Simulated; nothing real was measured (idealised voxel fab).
Herein follows the process module entitled voxel tone inversion.
We display cut, a cross-section 295 nm in width whose square cells are each 5 nm.
A cross-section in this document is a grid of square cells, and it is written down as bands, the top band listed before the ones below it; a band is made up of one or more rows of cells.
Read a band's entry like this: the first values are the height of its top and the height of its bottom in nm, and what follows is the sequence of materials from left to right, each with its width in nm. Note that "empty" is empty space, and that a single material marked "everywhere" reaches across the band from edge to edge.
Height datum 0, below which the as-received substrate wafer is one material. Lowest band open at the bottom, running downward: "0 and below".
So if you see something like "30..40" for the width, read it as the top row of the band sitting at the first number and the bottom row at the second, with every row in between moving by the same amount as the last.
"no alteration" -> step changed no cross-section cell.
Entry "Sealed void listing". Content: empty spaces with no open connection to the top, size 8 cells or greater. Each: width x height at distance. Distance: from left edge. Unit: nm.
The remark found on a step's line after its settings is issued by the simulator itself and pertains to that step.
overlay nm: how far to the right of its planned place the mask lay on this masked step (negative: to the left).
### Listed below are the process steps as planned
1) op RECEIVE | material Si
2) op CONFORMAL_DEP | material SiN | thk nm 10
3) op DIRECTIONAL_DEP | material polySi | thk nm 15
4) op PATTERN | tone cover | mask id POSTS | material resist | width nm 15 | pitch nm 40 | thk nm 25 | overlay nm 0
5) op DIRECTIONAL_ETCH | etch materials polySi | depth nm 15
6) op STRIP | etch materials resist
7) op FILL_DEP | material lowk | thk nm 5
8) op CMP | height nm 25
9) op STRIP | etch materials polySi
10) op CONFORMAL_DEP | material TiN | thk nm 5
11) op FILL_DEP | material Ru | thk nm 5
12) op CMP | height nm 25
13) op CONFORMAL_DEP | material SiN | thk nm 5
Variable across wafers: step 4 width nm (plan value is that of the first wafer; starting state common to all).
### First wafer of several, as received: cross-section after step 1
    0 and below = Si everywhere
    Sealed void listing: none
### Per wafer, end of module: cells gained (+) or lost (-) per material since receipt, then closed voids
width nm 15 | +4 Ru | +177 SiN | +14 TiN | +159 lowk | Sealed void listing: none
width nm 20 | +8 Ru | +177 SiN | +16 TiN | +153 lowk | Sealed void listing: none
width nm 25 | +12 Ru | +177 SiN | +18 TiN | +147 lowk | Sealed void listing: none
